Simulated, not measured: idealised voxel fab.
Process module under the name voxel air gaps
285 nm wide, 5 nm square cells: that's cross-section cut.
In this document a cross-section is written as a grid of square cells. It is given as a series of bands, listed from the top down, and a band is one or more rows of cells. It is stipulated that each band's entry specify, in nanometres, the height of the top of the band and then that of its bottom, followed by the materials of the band in left-to-right sequence, each together with its width in nanometres. A single material marked by the word "throughout" is understood to fill the band from edge to edge; the word "blank" is understood to denote empty space. Zero point of the height axis is 0; under it, received wafer = one material. Lowest band: continues down indefinitely, "0 down". Top row gets the first number, bottom row gets the second, and each row in between changes by the same step: that is how a band width like "30 to 40" works. Given "remained the same" for a step, no cell of the cross-section differs between before and after that step. This entry, "Entrapped voids", enumerates those empty regions of no fewer than 8 cells that possess no open connection to the top. Each region is reported in the form width x height at distance, the distance being taken from the left edge, with all three quantities expressed in nm. Whatever follows a step's settings on its line is a remark the simulator itself makes about that step. overlay nm: for a step with a mask, the amount by which the mask lay right of where it was planned; a negative amount means left of it.

[The following list gives the planned process steps]
1 RECEIVE with material Si
2 CONFORMAL_DEP with material SiO2, thk nm 10
3 CONFORMAL_DEP with material SiN, thk nm 5
4 DIRECTIONAL_DEP with material lowk, thk nm 30
5 MASKED_ETCH with tone open, mask id LINES, width nm 25, pitch nm 50, etch materials lowk, depth nm 30, overlay nm 0
6 CONFORMAL_DEP with material TiN, thk nm 5
7 FILL_DEP with material Ru, thk nm 5
8 CMP with height nm 45
9 EPI with material Ru, thk nm 10
10 SELECTIVE_ETCH with etch materials lowk, depth nm 40
11 CONFORMAL_DEP with material SiCN, thk nm 5

[Wafer at receipt (post step 1), cross-section]
* 0 down  Si throughout
* Entrapped voids: none

[End-of-module cross-section of the first of two wafers, processed as planned]
* 60 to 55  65 blank, 155 SiCN, 65 blank
* 55 to 45  65 blank, 5 SiCN, 45 Ru, 5 SiCN, 45 Ru, 5 SiCN, 45 Ru, 5 SiCN, 65 blank
* 45 to 40  65 blank, 15 SiCN, 5 TiN, 15 Ru, 5 TiN, 25 SiCN, 5 TiN, 15 Ru, 5 TiN, 25 SiCN, 5 TiN, 15 Ru, 5 TiN, 15 SiCN, 65 blank
* 40 to 20  75 blank, 5 SiCN, 5 TiN, 15 Ru, 5 TiN, 5 SiCN, 15 blank, 5 SiCN, 5 TiN, 15 Ru, 5 TiN, 5 SiCN, 15 blank, 5 SiCN, 5 TiN, 15 Ru, 5 TiN, 5 SiCN, 75 blank
* 20 to 15  80 SiCN, 25 TiN, 25 SiCN, 25 TiN, 25 SiCN, 25 TiN, 80 SiCN
* 15 to 10  SiN throughout
* 10 to 0  SiO2 throughout
* 0 down  Si throughout
* Entrapped voids: 15 x 20 at 110; 15 x 20 at 160

[Now the second wafer, cross-sectioned at the end of the module. Nothing different at the start, nothing different in the plan compared with the first, just one mistake when it was actually run]
* 55 to 45  70 blank, 45 Ru, 5 blank, 45 Ru, 5 blank, 45 Ru, 70 blank
* 45 to 20  80 blank, 5 TiN, 15 Ru, 5 TiN, 25 blank, 5 TiN, 15 Ru, 5 TiN, 25 blank, 5 TiN, 15 Ru, 5 TiN, 80 blank
* 20 to 15  80 blank, 25 TiN, 25 blank, 25 TiN, 25 blank, 25 TiN, 80 blank
* 15 to 10  SiN throughout
* 10 to 0  SiO2 throughout
* 0 down  Si throughout
* Entrapped voids: none
Here's what went sideways: step 11 from the plan never happened, it was just skipped
Final tally in cells, some materials are higher or lower on the second wafer than on the first: 121 fewer of SiCN
Final observation: first wafer, 2 closed voids; second wafer, 0 closed voids.
